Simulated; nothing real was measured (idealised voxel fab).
process module | voxel self aligned vias
cross-section cut | 225 nm wide | cells 5 nm
A cross-section is a grid of square cells, given in bands from the top down. A band is one or more rows of cells.
Each band's line starts with the height of the band's top and of its bottom, in nm. Then come its materials from left to right, each with its width in nm. One material with "throughout" fills the band from edge to edge. "air" is empty space.
Height 0 is the level under which the wafer as received is all one material. The lowest band goes on downwards, as in "0 down".
A width such as "30 to 40" changes by the same amount from each row of cells to the next, from the band's top row to its bottom row.
"no change" after a step means that no cell of the cross-section changed.
closed voids: empty space of 8 cells or more with no open way to the top, each as width x height at its distance from the left edge, in nm
after a step's settings: what the simulator itself notes on the step
overlay nm, on a step with a mask: how far to the right of its planned place the mask lay; to the left if negative
plan
1 op RECEIVE | material Si
2 op CONFORMAL_DEP | material SiO2 | thk nm 10
3 op CONFORMAL_DEP | material SiCN | thk nm 5
4 op DIRECTIONAL_DEP | material lowk | thk nm 20
5 op MASKED_ETCH | tone open | mask id LINES | width nm 30 | pitch nm 70 | etch materials lowk | depth nm 20 | overlay nm 0
6 op CONFORMAL_DEP | material TiN | thk nm 5
7 op FILL_DEP | material W | thk nm 5
8 op CMP | height nm 35
9 op SELECTIVE_ETCH | etch materials W Ru TiN | depth nm 5
10 op FILL_DEP | material SiN | thk nm 10
11 op CMP | height nm 35
12 op DIRECTIONAL_DEP | material lowk | thk nm 15
13 op DIRECTIONAL_DEP | material aC | thk nm 15
14 op PATTERN | tone open | mask id VIAS | material resist | width nm 40 | pitch nm 70 | thk nm 35 | overlay nm 0
15 op DIRECTIONAL_ETCH | etch materials aC | depth nm 15
16 op STRIP | etch materials resist
17 op DIRECTIONAL_ETCH | etch materials lowk | depth nm 15
18 op DIRECTIONAL_ETCH | etch materials SiN | depth nm 5
19 op STRIP | etch materials aC
20 op CONFORMAL_DEP | material TiN | thk nm 5
21 op FILL_DEP | material Ru | thk nm 10
22 op CMP | height nm 50
23 op CONFORMAL_DEP | material SiN | thk nm 5
first wafer, as planned
as received, after step 1
  0 down: Si throughout
  closed voids: none
after step 2
  10 to 0: SiO2 throughout
  below 0: unchanged
after step 3
  15 to 10: SiCN throughout
  below 10: unchanged
after step 4
  35 to 15: lowk throughout
  below 15: unchanged
after step 5
  35 to 15: lowk 25 | air 30 | lowk 40 | air 30 | lowk 40 | air 30 | lowk 30
  below 15: unchanged
after step 6
  40 to 35: TiN 30 | air 20 | TiN 50 | air 20 | TiN 50 | air 20 | TiN 35
  35 to 20: lowk 25 | TiN 5 | air 20 | TiN 5 | lowk 40 | TiN 5 | air 20 | TiN 5 | lowk 40 | TiN 5 | air 20 | TiN 5 | lowk 30
  20 to 15: lowk 25 | TiN 30 | lowk 40 | TiN 30 | lowk 40 | TiN 30 | lowk 30
  below 15: unchanged
after step 7
  45 to 40: W throughout
  40 to 35: TiN 30 | W 20 | TiN 50 | W 20 | TiN 50 | W 20 | TiN 35
  35 to 20: lowk 25 | TiN 5 | W 20 | TiN 5 | lowk 40 | TiN 5 | W 20 | TiN 5 | lowk 40 | TiN 5 | W 20 | TiN 5 | lowk 30
  below 20: unchanged
after step 8
  35 to 20: lowk 25 | TiN 5 | W 20 | TiN 5 | lowk 40 | TiN 5 | W 20 | TiN 5 | lowk 40 | TiN 5 | W 20 | TiN 5 | lowk 30
  below 20: unchanged
after step 9
  35 to 30: lowk 25 | air 30 | lowk 40 | air 30 | lowk 40 | air 30 | lowk 30
  below 30: unchanged
after step 10
  45 to 35: SiN throughout
  35 to 30: lowk 25 | SiN 30 | lowk 40 | SiN 30 | lowk 40 | SiN 30 | lowk 30
  below 30: unchanged
after step 11
  35 to 30: lowk 25 | SiN 30 | lowk 40 | SiN 30 | lowk 40 | SiN 30 | lowk 30
  below 30: unchanged
after step 12
  50 to 35: lowk throughout
  below 35: unchanged
after step 13
  65 to 50: aC throughout
  below 50: unchanged
after step 14
  100 to 65: resist 20 | air 40 | resist 30 | air 40 | resist 30 | air 40 | resist 25
  below 65: unchanged
after step 15
  85 to 65: resist 20 | air 40 | resist 30 | air 40 | resist 30 | air 40 | resist 25
  65 to 50: aC 20 | air 40 | aC 30 | air 40 | aC 30 | air 40 | aC 25
  below 50: unchanged
after step 16
  65 to 50: aC 20 | air 40 | aC 30 | air 40 | aC 30 | air 40 | aC 25
  below 50: unchanged
after step 17
  65 to 50: aC 20 | air 40 | aC 30 | air 40 | aC 30 | air 40 | aC 25
  50 to 35: lowk 20 | air 40 | lowk 30 | air 40 | lowk 30 | air 40 | lowk 25
  below 35: unchanged
after step 18
  65 to 50: aC 20 | air 40 | aC 30 | air 40 | aC 30 | air 40 | aC 25
  50 to 35: lowk 20 | air 40 | lowk 30 | air 40 | lowk 30 | air 40 | lowk 25
  35 to 30: lowk 25 | air 30 | lowk 40 | air 30 | lowk 40 | air 30 | lowk 30
  below 30: unchanged
after step 19
  50 to 35: lowk 20 | air 40 | lowk 30 | air 40 | lowk 30 | air 40 | lowk 25
  below 35: unchanged
after step 20
  55 to 50: TiN 25 | air 30 | TiN 40 | air 30 | TiN 40 | air 30 | TiN 30
  50 to 40: lowk 20 | TiN 5 | air 30 | TiN 5 | lowk 30 | TiN 5 | air 30 | TiN 5 | lowk 30 | TiN 5 | air 30 | TiN 5 | lowk 25
  40 to 35: lowk 20 | TiN 10 | air 20 | TiN 10 | lowk 30 | TiN 10 | air 20 | TiN 10 | lowk 30 | TiN 10 | air 20 | TiN 10 | lowk 25
  35 to 30: lowk 25 | TiN 30 | lowk 40 | TiN 30 | lowk 40 | TiN 30 | lowk 30
  below 30: unchanged
after step 21
  65 to 55: Ru throughout
  55 to 50: TiN 25 | Ru 30 | TiN 40 | Ru 30 | TiN 40 | Ru 30 | TiN 30
  50 to 40: lowk 20 | TiN 5 | Ru 30 | TiN 5 | lowk 30 | TiN 5 | Ru 30 | TiN 5 | lowk 30 | TiN 5 | Ru 30 | TiN 5 | lowk 25
  40 to 35: lowk 20 | TiN 10 | Ru 20 | TiN 10 | lowk 30 | TiN 10 | Ru 20 | TiN 10 | lowk 30 | TiN 10 | Ru 20 | TiN 10 | lowk 25
  below 35: unchanged
after step 22
  50 to 40: lowk 20 | TiN 5 | Ru 30 | TiN 5 | lowk 30 | TiN 5 | Ru 30 | TiN 5 | lowk 30 | TiN 5 | Ru 30 | TiN 5 | lowk 25
  below 40: unchanged
after step 23
  55 to 50: SiN throughout
  below 50: unchanged
second wafer: like start, like plan, one mistake. Through step 13 it matches the first wafer
when step 14 should have ended
  100 to 65: resist 25 | air 30 | resist 40 | air 30 | resist 40 | air 30 | resist 30
  below 65: unchanged
when step 15 should have ended
  85 to 65: resist 25 | air 30 | resist 40 | air 30 | resist 40 | air 30 | resist 30
  65 to 50: aC 25 | air 30 | aC 40 | air 30 | aC 40 | air 30 | aC 30
  below 50: unchanged
when step 16 should have ended
  65 to 50: aC 25 | air 30 | aC 40 | air 30 | aC 40 | air 30 | aC 30
  below 50: unchanged
when step 17 should have ended
  65 to 50: aC 25 | air 30 | aC 40 | air 30 | aC 40 | air 30 | aC 30
  50 to 35: lowk 25 | air 30 | lowk 40 | air 30 | lowk 40 | air 30 | lowk 30
  below 35: unchanged
when step 18 should have ended
  65 to 50: aC 25 | air 30 | aC 40 | air 30 | aC 40 | air 30 | aC 30
  50 to 30: lowk 25 | air 30 | lowk 40 | air 30 | lowk 40 | air 30 | lowk 30
  below 30: unchanged
when step 19 should have ended
  50 to 30: lowk 25 | air 30 | lowk 40 | air 30 | lowk 40 | air 30 | lowk 30
  below 30: unchanged
when step 20 should have ended
  55 to 50: TiN 30 | air 20 | TiN 50 | air 20 | TiN 50 | air 20 | TiN 35
  50 to 35: lowk 25 | TiN 5 | air 20 | TiN 5 | lowk 40 | TiN 5 | air 20 | TiN 5 | lowk 40 | TiN 5 | air 20 | TiN 5 | lowk 30
  35 to 30: lowk 25 | TiN 30 | lowk 40 | TiN 30 | lowk 40 | TiN 30 | lowk 30
  below 30: unchanged
when step 21 should have ended
  65 to 55: Ru throughout
  55 to 50: TiN 30 | Ru 20 | TiN 50 | Ru 20 | TiN 50 | Ru 20 | TiN 35
  50 to 35: lowk 25 | TiN 5 | Ru 20 | TiN 5 | lowk 40 | TiN 5 | Ru 20 | TiN 5 | lowk 40 | TiN 5 | Ru 20 | TiN 5 | lowk 30
  below 35: unchanged
when step 22 should have ended
  50 to 35: lowk 25 | TiN 5 | Ru 20 | TiN 5 | lowk 40 | TiN 5 | Ru 20 | TiN 5 | lowk 40 | TiN 5 | Ru 20 | TiN 5 | lowk 30
  below 35: unchanged
when step 23 should have ended
  55 to 50: SiN throughout
  below 50: unchanged
what went wrong: step 14 ran as: op PATTERN | tone open | mask id VIAS | material resist | width nm 30 | pitch nm 70 | thk nm 35 | overlay nm 0
at the end the second wafer has, in cells: 12 fewer of Ru | 6 fewer of TiN | 18 more of lowk
